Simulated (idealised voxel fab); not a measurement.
process module | voxel plated lines
cross-section cut | 225 nm wide | cells 5 nm
A cross-section is a grid of square cells, given in bands from the top down. A band is one or more rows of cells.
Each band's line starts with the height of the band's top and of its bottom, in nm. Then come its materials from left to right, each with its width in nm. One material with "throughout" fills the band from edge to edge. "air" is empty space.
Height 0 is the level under which the wafer as received is all one material. The lowest band goes on downwards, as in "0 down".
A width such as "30 to 40" changes by the same amount from each row of cells to the next, from the band's top row to its bottom row.
"no change" after a step means that no cell of the cross-section changed.
closed voids: empty space of 8 cells or more with no open way to the top, each as width x height at its distance from the left edge, in nm
after a step's settings: what the simulator itself notes on the step
overlay nm, on a step with a mask: how far to the right of its planned place the mask lay; to the left if negative
plan
1 op RECEIVE | material Si
2 op CONFORMAL_DEP | material SiO2 | thk nm 5
3 op DIRECTIONAL_DEP | material TiN | thk nm 5
4 op PATTERN | tone open | mask id LINES | material resist | width nm 30 | pitch nm 45 | thk nm 30 | overlay nm 0
5 op EPI | material Ru | thk nm 10
6 op EPI | material Ru | thk nm 10
7 op STRIP | etch materials resist
8 op DIRECTIONAL_ETCH | etch materials TiN | depth nm 5
9 op CONFORMAL_DEP | material SiN | thk nm 10
first wafer, as planned
as received, after step 1
  0 down: Si throughout
  closed voids: none
after step 2
  5 to 0: SiO2 throughout
  below 0: unchanged
after step 3
  10 to 5: TiN throughout
  below 5: unchanged
after step 4
  40 to 10: resist 50 | air 30 | resist 15 | air 30 | resist 15 | air 30 | resist 55
  below 10: unchanged
after step 5
  40 to 20: resist 50 | air 30 | resist 15 | air 30 | resist 15 | air 30 | resist 55
  20 to 10: resist 50 | Ru 30 | resist 15 | Ru 30 | resist 15 | Ru 30 | resist 55
  below 10: unchanged
after step 6
  40 to 30: resist 50 | air 30 | resist 15 | air 30 | resist 15 | air 30 | resist 55
  30 to 10: resist 50 | Ru 30 | resist 15 | Ru 30 | resist 15 | Ru 30 | resist 55
  below 10: unchanged
after step 7
  30 to 10: air 50 | Ru 30 | air 15 | Ru 30 | air 15 | Ru 30 | air 55
  below 10: unchanged
after step 8
  30 to 10: air 50 | Ru 30 | air 15 | Ru 30 | air 15 | Ru 30 | air 55
  10 to 5: air 50 | TiN 30 | air 15 | TiN 30 | air 15 | TiN 30 | air 55
  below 5: unchanged
after step 9
  40 to 30: air 40 | SiN 140 | air 45
  30 to 15: air 40 | SiN 10 | Ru 30 | SiN 15 | Ru 30 | SiN 15 | Ru 30 | SiN 10 | air 45
  15 to 10: SiN 50 | Ru 30 | SiN 15 | Ru 30 | SiN 15 | Ru 30 | SiN 55
  10 to 5: SiN 50 | TiN 30 | SiN 15 | TiN 30 | SiN 15 | TiN 30 | SiN 55
  below 5: unchanged
second wafer: like start, like plan, one mistake. Through step 3 it matches the first wafer
when step 4 should have ended
  40 to 10: resist 45 | air 30 | resist 15 | air 30 | resist 15 | air 30 | resist 60
  below 10: unchanged
when step 5 should have ended
  40 to 20: resist 45 | air 30 | resist 15 | air 30 | resist 15 | air 30 | resist 60
  20 to 10: resist 45 | Ru 30 | resist 15 | Ru 30 | resist 15 | Ru 30 | resist 60
  below 10: unchanged
when step 6 should have ended
  40 to 30: resist 45 | air 30 | resist 15 | air 30 | resist 15 | air 30 | resist 60
  30 to 10: resist 45 | Ru 30 | resist 15 | Ru 30 | resist 15 | Ru 30 | resist 60
  below 10: unchanged
when step 7 should have ended
  30 to 10: air 45 | Ru 30 | air 15 | Ru 30 | air 15 | Ru 30 | air 60
  below 10: unchanged
when step 8 should have ended
  30 to 10: air 45 | Ru 30 | air 15 | Ru 30 | air 15 | Ru 30 | air 60
  10 to 5: air 45 | TiN 30 | air 15 | TiN 30 | air 15 | TiN 30 | air 60
  below 5: unchanged
when step 9 should have ended
  40 to 30: air 35 | SiN 140 | air 50
  30 to 15: air 35 | SiN 10 | Ru 30 | SiN 15 | Ru 30 | SiN 15 | Ru 30 | SiN 10 | air 50
  15 to 10: SiN 45 | Ru 30 | SiN 15 | Ru 30 | SiN 15 | Ru 30 | SiN 60
  10 to 5: SiN 45 | TiN 30 | SiN 15 | TiN 30 | SiN 15 | TiN 30 | SiN 60
  below 5: unchanged
what went wrong: step 4 ran as: op PATTERN | tone open | mask id LINES | material resist | width nm 30 | pitch nm 45 | thk nm 30 | overlay nm -5
at the end the second wafer has, in cells: as many of each material as the first, in other places
